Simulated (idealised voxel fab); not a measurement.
Documented hereafter: the process module known as voxel double patterning.
For reference, the cross-section in this document is cut, with width 215 nm and square cells of 5 nm.
Each cross-section below is a grid of square cells, stated as bands in top-down order, with one or more rows of cells making up each band.
Band entry format. Leading values: height of top, height of bottom, nm. Remainder: materials in left-to-right order, each with its width in nm. Special words: "full width" on a single material, which then fills the band edge to edge; "air", empty space.
Heights from 0 (as-received wafer is one material below). Bottom band endless downward, as "from 0 down".
The width entry "30..40" should be interpreted row by row: the top row of cells in the band takes the first number, the bottom row takes the second number, and the change between adjacent rows is uniform throughout.
"no modifications" for a step: no cell of the cross-section changed in that step.
"Closed internal voids" means: voids of 8 cells or more that are shut off from the top with no open way through. Written width x height at distance, distance from the left edge, in nm.
On each step's line, the part that comes after the settings is the simulator's own comment on the step.
overlay nm: mask offset rightward from planned place, masked step; negative means leftward offset.

[Set out below are the planned steps of the process]
step 1: RECEIVE: material Si
step 2: CONFORMAL_DEP: material SiO2, thk nm 10
step 3: DIRECTIONAL_DEP: material polySi, thk nm 10
step 4: DIRECTIONAL_DEP: material SiN, thk nm 5
step 5: DIRECTIONAL_DEP: material aC, thk nm 15
step 6: PATTERN: tone open, mask id FIRST, material resist, width nm 15, pitch nm 50, thk nm 30, overlay nm 0
step 7: DIRECTIONAL_ETCH: etch materials aC, depth nm 15
step 8: STRIP: etch materials resist
step 9: DIRECTIONAL_ETCH: etch materials SiN, depth nm 5
step 10: STRIP: etch materials aC
step 11: MASKED_ETCH: tone open, mask id SECOND, width nm 15, etch materials SiN, depth nm 5, overlay nm 0
step 12: DIRECTIONAL_ETCH: etch materials polySi, depth nm 10
step 13: STRIP: etch materials SiN

[On the first of the two wafers: run conducted according to plan]

[Shown in cross-section is the wafer as received, that is, as it stands after step 1]
  from 0 down  Si full width
  Closed internal voids: none

[Sectional view: wafer, after step 2]
  from 10 to 0  SiO2 full width
  Below a height of 0, the structure has not been altered.

[Sectional view: wafer, after step 3]
  from 20 to 10  polySi full width
  Below a height of 10, the structure has not been altered.

[Sectional view: wafer, after step 4]
  from 25 to 20  SiN full width
  Below a height of 20, the structure has not been altered.

[Sectional view: wafer, after step 5]
  from 40 to 25  aC full width
  Below a height of 25, the structure has not been altered.

[Sectional view: wafer, after step 6]
  from 70 to 40  75 resist, 15 air, 35 resist, 15 air, 75 resist
  Below a height of 40, the structure has not been altered.

[Sectional view: wafer, after step 7]
  from 55 to 40  75 resist, 15 air, 35 resist, 15 air, 75 resist
  from 40 to 25  75 aC, 15 air, 35 aC, 15 air, 75 aC
  Below a height of 25, the structure has not been altered.

[Sectional view: wafer, after step 8]
  from 40 to 25  75 aC, 15 air, 35 aC, 15 air, 75 aC
  Below a height of 25, the structure has not been altered.

[Sectional view: wafer, after step 9]
  from 40 to 25  75 aC, 15 air, 35 aC, 15 air, 75 aC
  from 25 to 20  75 SiN, 15 air, 35 SiN, 15 air, 75 SiN
  Below a height of 20, the structure has not been altered.

[Sectional view: wafer, after step 10]
  from 25 to 20  75 SiN, 15 air, 35 SiN, 15 air, 75 SiN
  Below a height of 20, the structure has not been altered.

[Sectional view: wafer, after step 11]
  from 25 to 20  75 SiN, 15 air, 10 SiN, 15 air, 10 SiN, 15 air, 75 SiN
  Below a height of 20, the structure has not been altered.

[Sectional view: wafer, after step 12]
  from 25 to 20  75 SiN, 15 air, 10 SiN, 15 air, 10 SiN, 15 air, 75 SiN
  from 20 to 10  75 polySi, 15 air, 10 polySi, 15 air, 10 polySi, 15 air, 75 polySi
  Below a height of 10, the structure has not been altered.

[Sectional view: wafer, after step 13]
  from 20 to 10  75 polySi, 15 air, 10 polySi, 15 air, 10 polySi, 15 air, 75 polySi
  Below a height of 10, the structure has not been altered.

[Second wafer, same starting conditions and recipe as the first, one mistake in executing it, nothing differs from the first up to and including step 5]

[Second wafer at the planned finish of step 6, seen in cross-section]
  from 70 to 40  75 resist, 20 air, 30 resist, 20 air, 70 resist
  Below a height of 40, the structure has not been altered.

[Second wafer at the planned finish of step 7, seen in cross-section]
  from 55 to 40  75 resist, 20 air, 30 resist, 20 air, 70 resist
  from 40 to 25  75 aC, 20 air, 30 aC, 20 air, 70 aC
  Below a height of 25, the structure has not been altered.

[Second wafer at the planned finish of step 8, seen in cross-section]
  from 40 to 25  75 aC, 20 air, 30 aC, 20 air, 70 aC
  Below a height of 25, the structure has not been altered.

[Second wafer at the planned finish of step 9, seen in cross-section]
  from 40 to 25  75 aC, 20 air, 30 aC, 20 air, 70 aC
  from 25 to 20  75 SiN, 20 air, 30 SiN, 20 air, 70 SiN
  Below a height of 20, the structure has not been altered.

[Second wafer at the planned finish of step 10, seen in cross-section]
  from 25 to 20  75 SiN, 20 air, 30 SiN, 20 air, 70 SiN
  Below a height of 20, the structure has not been altered.

[Second wafer at the planned finish of step 11, seen in cross-section]
  from 25 to 20  75 SiN, 20 air, 5 SiN, 15 air, 10 SiN, 20 air, 70 SiN
  Below a height of 20, the structure has not been altered.

[Second wafer at the planned finish of step 12, seen in cross-section]
  from 25 to 20  75 SiN, 20 air, 5 SiN, 15 air, 10 SiN, 20 air, 70 SiN
  from 20 to 10  75 polySi, 20 air, 5 polySi, 15 air, 10 polySi, 20 air, 70 polySi
  Below a height of 10, the structure has not been altered.

[Second wafer at the planned finish of step 13, seen in cross-section]
  from 20 to 10  75 polySi, 20 air, 5 polySi, 15 air, 10 polySi, 20 air, 70 polySi
  Below a height of 10, the structure has not been altered.
Processing error: off-plan run, step 6, actual operation and settings PATTERN: tone open, mask id FIRST, material resist, width nm 20, pitch nm 50, thk nm 30, overlay nm 0
Per the end-of-run cell counts, the second wafer holds more or fewer of some materials than the first: polySi: 4 fewer
